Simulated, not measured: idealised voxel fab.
This section sets out a process module, namely voxel fin reveal.
The cross-section shown here is cut; it is 150 nm wide and divided into square cells measuring 5 nm on a side.
Format of a cross-section: grid, square cells. Given as bands. Order: top down. Band: one or more rows of cells.
What a band's entry tells you: where the top is and where the bottom is, as heights in nm, and after that what lies inside, material by material from left to right, each with its width in nm. Empty space is written as the word "air", and a single material marked with the word "all across" occupies the band from edge to edge.
Height is counted from the level 0, under which the received wafer is composed throughout of one material. The lowest of the bands is not closed at the bottom but continues downward, in the notation "top 0, no bottom".
Think of "30..40" as a width that walks from the first number to the second as you go down the band, top row to bottom row, taking equal-sized steps from row to row.
Basically "identical to before" means that step didn't change any cell in the cross-section.
Closed empty spaces (no open way to the top) of 8 cells or more are what "Internal closed voids" lists, each as width x height at distance from the left edge, nm for all three.
It should be noted that, on the line of a given step, the content following the step's settings is a remark produced by the simulator itself with respect to that step.
Among the settings permitted on a step's line is "overlay nm"; applied to a step with a mask, it specifies the extent to which the mask lay to the right of its planned position, whereas a negative figure signifies a position to the left.
-- Planned process steps
1: RECEIVE, material Si
2: CONFORMAL_DEP, material SiN, thk nm 10
3: DIRECTIONAL_DEP, material aC, thk nm 15
4: PATTERN, tone cover, mask id FINS, material resist, width nm 15, pitch nm 40, thk nm 30, overlay nm -10
5: DIRECTIONAL_ETCH, etch materials aC, depth nm 15
6: STRIP, etch materials resist
7: DIRECTIONAL_ETCH, etch materials SiN, depth nm 10
8: DIRECTIONAL_ETCH, etch materials Si, depth nm 40
9: STRIP, etch materials aC
10: OXIDIZE, depth nm 5
11: FILL_DEP, material SiO2, thk nm 15
12: CMP, height nm 10
13: SELECTIVE_ETCH, etch materials SiO2, depth nm 35
14: STRIP, etch materials SiN
The value of overlay nm given for step 4 in the plan refers to the first wafer; the wafers vary in this setting and are alike at the start.
-- Cross-section: the first of several wafers in its as-received state, i.e. following step 1
  top 0, no bottom  Si all across
  Internal closed voids: none
-- Cross-section, first of several wafers, end of module, after last step 14
  top 0, bottom -25  20 of air, then 5 of Si, then 35 of air, then 5 of Si, then 35 of air, then 5 of Si, then 45 of air
  top -25, bottom -45  20 of SiO2, then 5 of Si, then 35 of SiO2, then 5 of Si, then 35 of SiO2, then 5 of Si, then 45 of SiO2
  top -45, no bottom  Si all across
  Internal closed voids: none
-- At the end of the module, the last of several wafers in cross-section
  top 0, bottom -25  45 of air, then 5 of Si, then 35 of air, then 5 of Si, then 35 of air, then 5 of Si, then 20 of air
  top -25, bottom -45  45 of SiO2, then 5 of Si, then 35 of SiO2, then 5 of Si, then 35 of SiO2, then 5 of Si, then 20 of SiO2
  top -45, no bottom  Si all across
  Internal closed voids: none
-- Wafer rows, end of module: cells per material gained (+) or lost (-) since receipt; closed voids last
overlay nm -10; -243 Si; +108 SiO2; Internal closed voids: none
overlay nm -5; -243 Si; +108 SiO2; Internal closed voids: none
overlay nm 0; -243 Si; +108 SiO2; Internal closed voids: none
overlay nm 5; -243 Si; +108 SiO2; Internal closed voids: none
overlay nm 10; -243 Si; +108 SiO2; Internal closed voids: none
overlay nm 15; -243 Si; +108 SiO2; Internal closed voids: none
